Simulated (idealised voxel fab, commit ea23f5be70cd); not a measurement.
process module | voxel gate over fins
cross-section cut | 235 nm wide | cells 5 nm
A cross-section is a grid of square cells, given in bands from the top down. A band is one or more rows of cells.
Each band's line starts with the height of the band's top and of its bottom, in nm. Then come its materials from left to right, each with its width in nm. One material with "throughout" fills the band from edge to edge. "air" is empty space.
Height 0 is the level under which the wafer as received is all one material. The lowest band goes on downwards, as in "0 down".
A width such as "30 to 40" changes by the same amount from each row of cells to the next, from the band's top row to its bottom row.
"no change" after a step means that no cell of the cross-section changed.
closed voids: empty space of 8 cells or more with no open way to the top, each as width x height at its distance from the left edge, in nm
after a step's settings: what the simulator itself notes on the step
overlay nm, on a step with a mask: how far to the right of its planned place the mask lay; to the left if negative
plan
1 op RECEIVE | material Si
2 op CONFORMAL_DEP | material SiN | thk nm 5
3 op PATTERN | tone cover | mask id FINS | material resist | width nm 15 | pitch nm 40 | thk nm 15 | overlay nm 0
4 op DIRECTIONAL_ETCH | etch materials SiN | depth nm 5
5 op DIRECTIONAL_ETCH | etch materials Si | depth nm 35
6 op STRIP | etch materials resist
7 op OXIDIZE | depth nm 5
8 op FILL_DEP | material SiO2 | thk nm 10
9 op CMP | height nm 5
10 op SELECTIVE_ETCH | etch materials SiO2 | depth nm 15
11 op STRIP | etch materials SiN
12 op CONFORMAL_DEP | material HfO2 | thk nm 5
13 op CONFORMAL_DEP | material TiN | thk nm 5
14 op CONFORMAL_DEP | material TiAl | thk nm 5
15 op CONFORMAL_DEP | material TiN | thk nm 5
16 op FILL_DEP | material W | thk nm 10
17 op CMP | height nm 25
18 op CONFORMAL_DEP | material SiCN | thk nm 5
varied across the wafers: width nm of step 3. The plan shows the first wafer's value. All wafers start alike
first wafer as received, after step 1
  0 down: Si throughout
  closed voids: none
each wafer at the end: cells of each material gained (+) or lost (-) since it was received, then its closed voids
width nm 15 | +55 HfO2 | -360 Si | +47 SiCN | +270 SiO2 | +55 TiAl | +108 TiN | +107 W | closed voids: none
width nm 20 | +55 HfO2 | -344 Si | +47 SiCN | +258 SiO2 | +55 TiAl | +106 TiN | +105 W | closed voids: none
width nm 25 | +55 HfO2 | -328 Si | +47 SiCN | +246 SiO2 | +53 TiAl | +106 TiN | +103 W | closed voids: none
